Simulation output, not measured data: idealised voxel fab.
The following is a process module called voxel wiring stack.
Xsec cut, 255 nm wide, square cell size 5 nm.
A cross-section is written here as square cells arranged in a grid, and it is given in bands from the top down, each band taking up one or more rows of cells.
Band: top height; bottom height; in nm. Then, left to right: material with width in nm, for each material. "all across": a single material spanning edge to edge. "empty": empty space.
Note: height 0 marks the level under which the wafer is uniformly one material as received. Lowest band unbounded below, written "0 and below".
With a width like "30 to 40", each row of cells in the band differs from the next by the same amount, the top row carrying the first number and the bottom row the second.
Take "remains unaltered" at face value: in the step it is given for, the cross-section changed in none of its cells.
"Entrapped voids": sealed empty spaces, 8 cells or more, no open way to top, listed width x height at distance, with distance from the left edge and width, height and distance in nm.
The remark found on a step's line after its settings is issued by the simulator itself and pertains to that step.
overlay nm: where the mask lay relative to plan, measured to the right, on steps with a mask; negatives go left.
Process steps (planned)
1) RECEIVE with material Si
2) CONFORMAL_DEP with material SiO2, thk nm 10
3) CONFORMAL_DEP with material SiCN, thk nm 5
4) DIRECTIONAL_DEP with material SiO2, thk nm 20
5) DIRECTIONAL_DEP with material aC, thk nm 10
6) PATTERN with tone open, mask id METAL_1, material resist, width nm 30, pitch nm 55, thk nm 30, overlay nm 0
7) DIRECTIONAL_ETCH with etch materials aC, depth nm 10
8) STRIP with etch materials resist
9) DIRECTIONAL_ETCH with etch materials SiO2, depth nm 20
10) DIRECTIONAL_ETCH with etch materials SiCN, depth nm 5
11) STRIP with etch materials aC
12) CONFORMAL_DEP with material TiN, thk nm 5
13) FILL_DEP with material Ru, thk nm 10
14) CMP with height nm 35
15) CONFORMAL_DEP with material SiCN, thk nm 5
16) DIRECTIONAL_DEP with material lowk, thk nm 20
17) DIRECTIONAL_DEP with material aC, thk nm 15
18) PATTERN with tone open, mask id PLUG_1, material resist, width nm 15, thk nm 35, overlay nm 0
19) DIRECTIONAL_ETCH with etch materials aC, depth nm 15
20) STRIP with etch materials resist
21) DIRECTIONAL_ETCH with etch materials lowk, depth nm 20
22) DIRECTIONAL_ETCH with etch materials SiCN, depth nm 5
23) STRIP with etch materials aC
24) CONFORMAL_DEP with material TiN, thk nm 5
25) FILL_DEP with material Cu, thk nm 10
26) CMP with height nm 60
27) CONFORMAL_DEP with material SiN, thk nm 5
28) DIRECTIONAL_DEP with material SiO2, thk nm 25
29) MASKED_ETCH with tone open, mask id METAL_2, width nm 30, pitch nm 55, etch materials SiO2, depth nm 25, overlay nm 0
30) MASKED_ETCH with tone open, mask id METAL_2, width nm 30, pitch nm 55, etch materials SiN, depth nm 5, overlay nm 0
31) CONFORMAL_DEP with material TiN, thk nm 5
32) FILL_DEP with material Ru, thk nm 5
33) CMP with height nm 90
34) CONFORMAL_DEP with material SiN, thk nm 5
Shown in cross-section is the wafer as received, that is, as it stands after step 1
0 and below  Si all across
Entrapped voids: none
End-of-module cross-section of the first of two wafers, processed as planned
95 down to 90  SiN all across
90 down to 65  SiO2 85 nm / TiN 5 nm / Ru 20 nm / TiN 5 nm / SiO2 25 nm / TiN 5 nm / Ru 20 nm / TiN 5 nm / SiO2 85 nm
65 down to 60  SiN 85 nm / TiN 30 nm / SiN 25 nm / TiN 30 nm / SiN 85 nm
60 down to 40  lowk 85 nm / TiN 5 nm / Cu 5 nm / TiN 5 nm / lowk 155 nm
40 down to 35  SiCN 85 nm / TiN 15 nm / SiCN 155 nm
35 down to 15  SiO2 85 nm / TiN 5 nm / Ru 20 nm / TiN 5 nm / SiO2 25 nm / TiN 5 nm / Ru 20 nm / TiN 5 nm / SiO2 85 nm
15 down to 10  SiCN 85 nm / TiN 30 nm / SiCN 25 nm / TiN 30 nm / SiCN 85 nm
10 down to 0  SiO2 all across
0 and below  Si all across
Entrapped voids: none
Cross-section of the latter of the two wafers at module completion. It had an identical start and an identical plan to the former; in running it, one mistake was made
95 down to 90  SiN all across
90 down to 65  SiO2 85 nm / TiN 5 nm / SiN 20 nm / TiN 5 nm / SiO2 25 nm / TiN 5 nm / SiN 20 nm / TiN 5 nm / SiO2 85 nm
65 down to 60  SiN 85 nm / TiN 30 nm / SiN 25 nm / TiN 30 nm / SiN 85 nm
60 down to 40  lowk 85 nm / TiN 5 nm / Cu 5 nm / TiN 5 nm / lowk 155 nm
40 down to 35  SiCN 85 nm / TiN 15 nm / SiCN 155 nm
35 down to 15  SiO2 85 nm / TiN 5 nm / Ru 20 nm / TiN 5 nm / SiO2 25 nm / TiN 5 nm / Ru 20 nm / TiN 5 nm / SiO2 85 nm
15 down to 10  SiCN 85 nm / TiN 30 nm / SiCN 25 nm / TiN 30 nm / SiCN 85 nm
10 down to 0  SiO2 all across
0 and below  Si all across
Entrapped voids: none
Which mistake was made when the wafer was run? off-plan run, step 32, actual operation and settings FILL_DEP with material SiN, thk nm 5
Final difference in cells, second wafer against first, listed per material as more or fewer: Ru -40, SiN +40
